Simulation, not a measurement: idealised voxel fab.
Proc. module: voxel quadruple lines
It is cross-section cut that appears here, measuring 265 nm in width, its square cells being 5 nm in size.
A cross-section is a grid of square cells, given in bands from the top down. A band is one or more rows of cells.
Band entry format. Leading values: height of top, height of bottom, nm. Remainder: materials in left-to-right order, each with its width in nm. Special words: "all across" on a single material, which then fills the band edge to edge; "empty", empty space.
For the purposes of this specification, 0 denotes the height below which the wafer in its as-received condition is composed wholly of one material, and the lowermost band, lacking a lower limit, extends downward without end, as expressed in "from 0 down".
Width spec "30..40" -> top row of cells at first value, bottom row at second value, equal per-row change in between.
"no change" for a step: no cell of the cross-section changed in that step.
Closed empty spaces (no open way to the top) of 8 cells or more are what "Enclosed void listing" lists, each as width x height at distance from the left edge, nm for all three.
What comes after the settings on a step's line is commentary from the simulator itself on that step.
"overlay nm" answers the question of how far to the right of plan the mask lay on a step that has a mask, and when it is negative the answer is to the left.
Process steps (planned)
- 1: RECEIVE (material Si)
- 2: CONFORMAL_DEP (material SiO2; thk nm 10)
- 3: DIRECTIONAL_DEP (material Ru; thk nm 15)
- 4: DIRECTIONAL_DEP (material polySi; thk nm 20)
- 5: DIRECTIONAL_DEP (material aC; thk nm 25)
- 6: PATTERN (tone cover; mask id MANDREL; material resist; width nm 25; thk nm 35; overlay nm 0)
- 7: DIRECTIONAL_ETCH (etch materials aC; depth nm 25)
- 8: STRIP (etch materials resist)
- 9: CONFORMAL_DEP (material SiO2; thk nm 15)
- 10: DIRECTIONAL_ETCH (etch materials SiO2; depth nm 15)
- 11: STRIP (etch materials aC)
- 12: DIRECTIONAL_ETCH (etch materials polySi; depth nm 20)
- 13: STRIP (etch materials SiO2)
- 14: CONFORMAL_DEP (material SiN; thk nm 5)
- 15: DIRECTIONAL_ETCH (etch materials SiN; depth nm 5)
- 16: STRIP (etch materials polySi)
- 17: DIRECTIONAL_ETCH (etch materials Ru; depth nm 15)
- 18: STRIP (etch materials SiN)
Wafer cross-section on receipt, i.e. after step 1
  from 0 down | Si all across
  Enclosed void listing: none
Wafer at module end, in section. Began as above, planned as above, run with one mistake
  from 15 to 0 | empty: 100 | Ru: 5 | empty: 15 | Ru: 5 | empty: 15 | Ru: 5 | empty: 15 | Ru: 5 | empty: 100
  from 0 down | Si all across
  Enclosed void listing: none
What was done differently from what was planned? step 2 from the plan never happened, it was just skipped
